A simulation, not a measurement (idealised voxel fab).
The following is a process module called voxel self aligned contacts.
The figure presents cross-section cut, which has a width of 185 nm and is divided into square cells with an edge length of 5 nm.
If you're reading a cross-section in this doc, picture square cells in a grid; it comes to you as bands, top ones listed first down to the bottom, and a band can be one or more rows of cells.
In this notation a band is specified by the heights of its top and bottom, in that order and in nm, after which its materials appear from left to right, each paired with its width in nm. The word "all across" attached to a single material means that material fills the band from edge to edge; the word "air" stands for empty space.
Heads up on the height convention: 0 is the point under which the incoming wafer is all one material, and the lowest band has no bottom, it just keeps going down, like "top 0, no bottom".
With a width like "30->40", each row of cells in the band differs from the next by the same amount, the top row carrying the first number and the bottom row the second.
A step reported as "nothing got changed" is a step in which no cell of the cross-section changed.
Any empty space of 8 cells or more lacking an open way to the top shows up in "Entrapped void list" as width x height at distance, distance from the left edge, in nm.
On a step's line, text after the settings is the simulator commenting on that step.
The optional step-line setting "overlay nm" applies to steps with a mask and quantifies how far to the right of its planned location the mask lay, a negative value indicating leftward placement.
Pairs, read this way: before one process step on the one hand, after it on the other, the after cross-section ending at the lowest band that changed; the step between, settings included, beneath. Same starting wafer throughout, but possibly different runs of this module, so no pair continues from the pair above unless its entry headed "Pre-process" says so.
Pre-process
- top 60, bottom 55 = SiO2 all across
- top 55, bottom 30 = SiO2: 30, then SiN: 50, then SiO2: 25, then SiN: 50, then SiO2: 30
- top 30, bottom 5 = SiO2: 30, then SiN: 10, then polySi: 30, then SiN: 10, then SiO2: 25, then SiN: 10, then polySi: 30, then SiN: 10, then SiO2: 30
- top 5, bottom 0 = SiO2 all across
- top 0, no bottom = Si all across
- Entrapped void list: none
Post-Process View
- top 60, bottom 55 = SiO2: 70, then air: 50, then SiO2: 65
- top 55, bottom 30 = SiO2: 30, then SiN: 50, then air: 25, then SiN: 50, then SiO2: 30
- top 30, bottom 5 = SiO2: 30, then SiN: 10, then polySi: 30, then SiN: 10, then air: 25, then SiN: 10, then polySi: 30, then SiN: 10, then SiO2: 30
- top 5, bottom 0 = SiO2: 80, then air: 25, then SiO2: 80
- Everything below 0 is unchanged.
- Entrapped void list: none
Operation between the pre and post cross-sections above: MASKED_ETCH, tone open, mask id CONTACT, width nm 50, etch materials SiO2, depth nm 60, overlay nm 0
Pre-process: it's just the after picture from the pair right above this one.
Post-Process View
- top 65, bottom 60 = TiN: 75, then air: 40, then TiN: 70
- top 60, bottom 55 = SiO2: 70, then TiN: 15, then air: 15, then TiN: 20, then SiO2: 65
- top 55, bottom 30 = SiO2: 30, then SiN: 50, then TiN: 5, then air: 15, then TiN: 5, then SiN: 50, then SiO2: 30
- top 30, bottom 5 = SiO2: 30, then SiN: 10, then polySi: 30, then SiN: 10, then TiN: 5, then air: 15, then TiN: 5, then SiN: 10, then polySi: 30, then SiN: 10, then SiO2: 30
- top 5, bottom 0 = SiO2: 80, then TiN: 25, then SiO2: 80
- Everything below 0 is unchanged.
- Entrapped void list: none
Operation between the pre and post cross-sections above: CONFORMAL_DEP, material TiN, thk nm 5
Pre-process: it's just the after picture from the pair right above this one.
Post-Process View
- top 75, bottom 65 = Ru all across
- top 65, bottom 60 = TiN: 75, then Ru: 40, then TiN: 70
- top 60, bottom 55 = SiO2: 70, then TiN: 15, then Ru: 15, then TiN: 20, then SiO2: 65
- top 55, bottom 30 = SiO2: 30, then SiN: 50, then TiN: 5, then Ru: 15, then TiN: 5, then SiN: 50, then SiO2: 30
- top 30, bottom 5 = SiO2: 30, then SiN: 10, then polySi: 30, then SiN: 10, then TiN: 5, then Ru: 15, then TiN: 5, then SiN: 10, then polySi: 30, then SiN: 10, then SiO2: 30
- Everything below 5 is unchanged.
- Entrapped void list: none
Operation between the pre and post cross-sections above: FILL_DEP, material Ru, thk nm 10
Pre-process: it's just the after picture from the pair right above this one.
Post-Process View
- top 60, bottom 55 = SiO2: 70, then TiN: 15, then Ru: 15, then TiN: 20, then SiO2: 65
- Everything below 55 is unchanged.
- Entrapped void list: none
Operation between the pre and post cross-sections above: CMP, height nm 60
Pre-process: it's just the after picture from the pair right above this one.
Post-Process View
- top 65, bottom 60 = SiCN all across
- Everything below 60 is unchanged.
- Entrapped void list: none
Operation between the pre and post cross-sections above: CONFORMAL_DEP, material SiCN, thk nm 5
Pre-process
- top 60, bottom 55 = SiO2 all across
- top 55, bottom 30 = SiO2: 30, then SiN: 50, then SiO2: 25, then SiN: 50, then SiO2: 30
- top 30, bottom 5 = SiO2: 30, then SiN: 10, then polySi: 30, then SiN: 10, then SiO2: 25, then SiN: 10, then polySi: 30, then SiN: 10, then SiO2: 30
- top 5, bottom 0 = SiO2 all across
- top 0, no bottom = Si all across
- Entrapped void list: none
Post-Process View
- top 60, bottom 55 = SiO2: 55, then air: 55, then SiO2: 75
- top 55, bottom 30 = SiO2: 30, then SiN: 50, then air: 25, then SiN: 50, then SiO2: 30
- top 30, bottom 5 = SiO2: 30, then SiN: 10, then polySi: 30, then SiN: 10, then air: 25, then SiN: 10, then polySi: 30, then SiN: 10, then SiO2: 30
- top 5, bottom 0 = SiO2: 80, then air: 25, then SiO2: 80
- Everything below 0 is unchanged.
- Entrapped void list: none
Operation between the pre and post cross-sections above: MASKED_ETCH, tone open, mask id CONTACT, width nm 55, etch materials SiO2, depth nm 60, overlay nm -10
Pre-process: it's just the after picture from the pair right above this one.
Post-Process View
- top 65, bottom 60 = TiN: 60, then air: 45, then TiN: 80
- top 60, bottom 55 = SiO2: 55, then TiN: 30, then air: 15, then TiN: 10, then SiO2: 75
- top 55, bottom 30 = SiO2: 30, then SiN: 50, then TiN: 5, then air: 15, then TiN: 5, then SiN: 50, then SiO2: 30
- top 30, bottom 5 = SiO2: 30, then SiN: 10, then polySi: 30, then SiN: 10, then TiN: 5, then air: 15, then TiN: 5, then SiN: 10, then polySi: 30, then SiN: 10, then SiO2: 30
- top 5, bottom 0 = SiO2: 80, then TiN: 25, then SiO2: 80
- Everything below 0 is unchanged.
- Entrapped void list: none
Operation between the pre and post cross-sections above: CONFORMAL_DEP, material TiN, thk nm 5
Pre-process: it's just the after picture from the pair right above this one.
Post-Process View
- top 75, bottom 65 = Ru all across
- top 65, bottom 60 = TiN: 60, then Ru: 45, then TiN: 80
- top 60, bottom 55 = SiO2: 55, then TiN: 30, then Ru: 15, then TiN: 10, then SiO2: 75
- top 55, bottom 30 = SiO2: 30, then SiN: 50, then TiN: 5, then Ru: 15, then TiN: 5, then SiN: 50, then SiO2: 30
- top 30, bottom 5 = SiO2: 30, then SiN: 10, then polySi: 30, then SiN: 10, then TiN: 5, then Ru: 15, then TiN: 5, then SiN: 10, then polySi: 30, then SiN: 10, then SiO2: 30
- Everything below 5 is unchanged.
- Entrapped void list: none
Operation between the pre and post cross-sections above: FILL_DEP, material Ru, thk nm 10
Pre-process: it's just the after picture from the pair right above this one.
Post-Process View
- top 60, bottom 55 = SiO2: 55, then TiN: 30, then Ru: 15, then TiN: 10, then SiO2: 75
- Everything below 55 is unchanged.
- Entrapped void list: none
Operation between the pre and post cross-sections above: CMP, height nm 60
Pre-process: it's just the after picture from the pair right above this one.
Post-Process View
- top 65, bottom 60 = SiCN all across
- Everything below 60 is unchanged.
- Entrapped void list: none
Operation between the pre and post cross-sections above: CONFORMAL_DEP, material SiCN, thk nm 5
Pre-process
- top 55, bottom 30 = air: 40, then SiN: 30, then air: 45, then SiN: 30, then air: 40
- top 30, bottom 5 = air: 40, then polySi: 30, then air: 45, then polySi: 30, then air: 40
- top 5, bottom 0 = SiO2 all across
- top 0, no bottom = Si all across
- Entrapped void list: none
Post-Process View
- top 65, bottom 55 = air: 30, then SiCN: 50, then air: 25, then SiCN: 50, then air: 30
- top 55, bottom 30 = air: 30, then SiCN: 10, then SiN: 30, then SiCN: 10, then air: 25, then SiCN: 10, then SiN: 30, then SiCN: 10, then air: 30
- top 30, bottom 15 = air: 30, then SiCN: 10, then polySi: 30, then SiCN: 10, then air: 25, then SiCN: 10, then polySi: 30, then SiCN: 10, then air: 30
- top 15, bottom 5 = SiCN: 40, then polySi: 30, then SiCN: 45, then polySi: 30, then SiCN: 40
- Everything below 5 is unchanged.
- Entrapped void list: none
Operation between the pre and post cross-sections above: CONFORMAL_DEP, material SiCN, thk nm 10
Pre-process: it's just the after picture from the pair right above this one.
Post-Process View
- top 80, bottom 65 = SiO2 all across
- top 65, bottom 55 = SiO2: 30, then SiCN: 50, then SiO2: 25, then SiCN: 50, then SiO2: 30
- top 55, bottom 30 = SiO2: 30, then SiCN: 10, then SiN: 30, then SiCN: 10, then SiO2: 25, then SiCN: 10, then SiN: 30, then SiCN: 10, then SiO2: 30
- top 30, bottom 15 = SiO2: 30, then SiCN: 10, then polySi: 30, then SiCN: 10, then SiO2: 25, then SiCN: 10, then polySi: 30, then SiCN: 10, then SiO2: 30
- Everything below 15 is unchanged.
- Entrapped void list: none
Operation between the pre and post cross-sections above: FILL_DEP, material SiO2, thk nm 15
Pre-process: it's just the after picture from the pair right above this one.
Post-Process View
- top 60, bottom 55 = SiO2: 30, then SiCN: 50, then SiO2: 25, then SiCN: 50, then SiO2: 30
- Everything below 55 is unchanged.
- Entrapped void list: none
Operation between the pre and post cross-sections above: CMP, height nm 60
Pre-process: it's just the after picture from the pair right above this one.
Post-Process View
- top 60, bottom 55 = SiO2: 30, then SiCN: 50, then air: 25, then SiCN: 50, then SiO2: 30
- top 55, bottom 30 = SiO2: 30, then SiCN: 10, then SiN: 30, then SiCN: 10, then air: 25, then SiCN: 10, then SiN: 30, then SiCN: 10, then SiO2: 30
- top 30, bottom 15 = SiO2: 30, then SiCN: 10, then polySi: 30, then SiCN: 10, then air: 25, then SiCN: 10, then polySi: 30, then SiCN: 10, then SiO2: 30
- Everything below 15 is unchanged.
- Entrapped void list: none
Operation between the pre and post cross-sections above: MASKED_ETCH, tone open, mask id CONTACT, width nm 55, etch materials SiO2, depth nm 60, overlay nm 0
Pre-process: it's just the after picture from the pair right above this one.
Post-Process View
- top 65, bottom 60 = TiN: 85, then air: 15, then TiN: 85
- top 60, bottom 55 = SiO2: 30, then SiCN: 50, then TiN: 5, then air: 15, then TiN: 5, then SiCN: 50, then SiO2: 30
- top 55, bottom 30 = SiO2: 30, then SiCN: 10, then SiN: 30, then SiCN: 10, then TiN: 5, then air: 15, then TiN: 5, then SiCN: 10, then SiN: 30, then SiCN: 10, then SiO2: 30
- top 30, bottom 20 = SiO2: 30, then SiCN: 10, then polySi: 30, then SiCN: 10, then TiN: 5, then air: 15, then TiN: 5, then SiCN: 10, then polySi: 30, then SiCN: 10, then SiO2: 30
- top 20, bottom 15 = SiO2: 30, then SiCN: 10, then polySi: 30, then SiCN: 10, then TiN: 25, then SiCN: 10, then polySi: 30, then SiCN: 10, then SiO2: 30
- Everything below 15 is unchanged.
- Entrapped void list: none
Operation between the pre and post cross-sections above: CONFORMAL_DEP, material TiN, thk nm 5
Pre-process: it's just the after picture from the pair right above this one.
Post-Process View
- top 75, bottom 65 = Ru all across
- top 65, bottom 60 = TiN: 85, then Ru: 15, then TiN: 85
- top 60, bottom 55 = SiO2: 30, then SiCN: 50, then TiN: 5, then Ru: 15, then TiN: 5, then SiCN: 50, then SiO2: 30
- top 55, bottom 30 = SiO2: 30, then SiCN: 10, then SiN: 30, then SiCN: 10, then TiN: 5, then Ru: 15, then TiN: 5, then SiCN: 10, then SiN: 30, then SiCN: 10, then SiO2: 30
- top 30, bottom 20 = SiO2: 30, then SiCN: 10, then polySi: 30, then SiCN: 10, then TiN: 5, then Ru: 15, then TiN: 5, then SiCN: 10, then polySi: 30, then SiCN: 10, then SiO2: 30
- Everything below 20 is unchanged.
- Entrapped void list: none
Operation between the pre and post cross-sections above: FILL_DEP, material Ru, thk nm 10
Pre-process: it's just the after picture from the pair right above this one.
Post-Process View
- top 60, bottom 55 = SiO2: 30, then SiCN: 50, then TiN: 5, then Ru: 15, then TiN: 5, then SiCN: 50, then SiO2: 30
- Everything below 55 is unchanged.
- Entrapped void list: none
Operation between the pre and post cross-sections above: CMP, height nm 60
Pre-process: it's just the after picture from the pair right above this one.
Post-Process View
- top 65, bottom 60 = SiCN all across
- Everything below 60 is unchanged.
- Entrapped void list: none
Operation between the pre and post cross-sections above: CONFORMAL_DEP, material SiCN, thk nm 5
Pre-process
- top 70, bottom 55 = aC all across
- top 55, bottom 30 = SiN all across
- top 30, bottom 5 = polySi all across
- top 5, bottom 0 = SiO2 all across
- top 0, no bottom = Si all across
- Entrapped void list: none
Post-Process View
- top 100, bottom 70 = resist: 40, then air: 30, then resist: 45, then air: 30, then resist: 40
- Everything below 70 is unchanged.
- Entrapped void list: none
Operation between the pre and post cross-sections above: PATTERN, tone open, mask id GATE, material resist, width nm 30, pitch nm 75, thk nm 30, overlay nm 0
Pre-process: it's just the after picture from the pair right above this one.
Post-Process View
- top 85, bottom 70 = resist: 40, then air: 30, then resist: 45, then air: 30, then resist: 40
- top 70, bottom 55 = aC: 40, then air: 30, then aC: 45, then air: 30, then aC: 40
- Everything below 55 is unchanged.
- Entrapped void list: none
Operation between the pre and post cross-sections above: DIRECTIONAL_ETCH, etch materials aC, depth nm 15
Pre-process: it's just the after picture from the pair right above this one.
Post-Process View
- top 70, bottom 55 = aC: 40, then air: 30, then aC: 45, then air: 30, then aC: 40
- Everything below 55 is unchanged.
- Entrapped void list: none
Operation between the pre and post cross-sections above: STRIP, etch materials resist
Pre-process: it's just the after picture from the pair right above this one.
Post-Process View
- top 70, bottom 55 = aC: 40, then air: 30, then aC: 45, then air: 30, then aC: 40
- top 55, bottom 30 = SiN: 40, then air: 30, then SiN: 45, then air: 30, then SiN: 40
- Everything below 30 is unchanged.
- Entrapped void list: none
Operation between the pre and post cross-sections above: DIRECTIONAL_ETCH, etch materials SiN, depth nm 25
Pre-process: it's just the after picture from the pair right above this one.
Post-Process View
- top 70, bottom 55 = aC: 40, then air: 30, then aC: 45, then air: 30, then aC: 40
- top 55, bottom 30 = SiN: 40, then air: 30, then SiN: 45, then air: 30, then SiN: 40
- top 30, bottom 5 = polySi: 40, then air: 30, then polySi: 45, then air: 30, then polySi: 40
- Everything below 5 is unchanged.
- Entrapped void list: none
Operation between the pre and post cross-sections above: DIRECTIONAL_ETCH, etch materials polySi, depth nm 25
Pre-process: it's just the after picture from the pair right above this one.
Post-Process View
- top 55, bottom 30 = SiN: 40, then air: 30, then SiN: 45, then air: 30, then SiN: 40
- Everything below 30 is unchanged.
- Entrapped void list: none
Operation between the pre and post cross-sections above: STRIP, etch materials aC
Pre-process: it's just the after picture from the pair right above this one.
Post-Process View
- top 65, bottom 30 = SiN: 50, then air: 10, then SiN: 65, then air: 10, then SiN: 50
- top 30, bottom 15 = polySi: 40, then SiN: 10, then air: 10, then SiN: 10, then polySi: 45, then SiN: 10, then air: 10, then SiN: 10, then polySi: 40
- top 15, bottom 5 = polySi: 40, then SiN: 30, then polySi: 45, then SiN: 30, then polySi: 40
- Everything below 5 is unchanged.
- Entrapped void list: none
Operation between the pre and post cross-sections above: CONFORMAL_DEP, material SiN, thk nm 10
Pre-process: it's just the after picture from the pair right above this one.
Post-Process View
- top 55, bottom 30 = SiN: 50, then air: 10, then SiN: 65, then air: 10, then SiN: 50
- top 30, bottom 5 = polySi: 40, then SiN: 10, then air: 10, then SiN: 10, then polySi: 45, then SiN: 10, then air: 10, then SiN: 10, then polySi: 40
- Everything below 5 is unchanged.
- Entrapped void list: none
Operation between the pre and post cross-sections above: DIRECTIONAL_ETCH, etch materials SiN, depth nm 10
Pre-process: it's just the after picture from the pair right above this one.
Post-Process View
- top 70, bottom 55 = SiO2 all across
- top 55, bottom 30 = SiN: 50, then SiO2: 10, then SiN: 65, then SiO2: 10, then SiN: 50
- top 30, bottom 5 = polySi: 40, then SiN: 10, then SiO2: 10, then SiN: 10, then polySi: 45, then SiN: 10, then SiO2: 10, then SiN: 10, then polySi: 40
- Everything below 5 is unchanged.
- Entrapped void list: none
Operation between the pre and post cross-sections above: FILL_DEP, material SiO2, thk nm 15
Pre-process: it's just the after picture from the pair right above this one.
Post-Process View
- top 60, bottom 55 = SiO2 all across
- Everything below 55 is unchanged.
- Entrapped void list: none
Operation between the pre and post cross-sections above: CMP, height nm 60
Pre-process: it's just the after picture from the pair right above this one.
Post-Process View
- top 60, bottom 55 = SiO2: 65, then air: 55, then SiO2: 65
- Everything below 55 is unchanged.
- Entrapped void list: none
Operation between the pre and post cross-sections above: MASKED_ETCH, tone open, mask id CONTACT, width nm 55, etch materials SiO2, depth nm 60, overlay nm 0
Pre-process: it's just the after picture from the pair right above this one.
Post-Process View
- top 65, bottom 60 = TiN: 70, then air: 45, then TiN: 70
- top 60, bottom 55 = SiO2: 65, then TiN: 55, then SiO2: 65
- Everything below 55 is unchanged.
- Entrapped void list: none
Operation between the pre and post cross-sections above: CONFORMAL_DEP, material TiN, thk nm 5
Pre-process: it's just the after picture from the pair right above this one.
Post-Process View
- top 75, bottom 65 = Ru all across
- top 65, bottom 60 = TiN: 70, then Ru: 45, then TiN: 70
- Everything below 60 is unchanged.
- Entrapped void list: none
Operation between the pre and post cross-sections above: FILL_DEP, material Ru, thk nm 10
Pre-process: it's just the after picture from the pair right above this one.
Post-Process View
- top 60, bottom 55 = SiO2: 65, then TiN: 55, then SiO2: 65
- Everything below 55 is unchanged.
- Entrapped void list: none
Operation between the pre and post cross-sections above: CMP, height nm 60
Pre-process: it's just the after picture from the pair right above this one.
Post-Process View
- top 65, bottom 60 = SiCN all across
- Everything below 60 is unchanged.
- Entrapped void list: none
Operation between the pre and post cross-sections above: CONFORMAL_DEP, material SiCN, thk nm 5
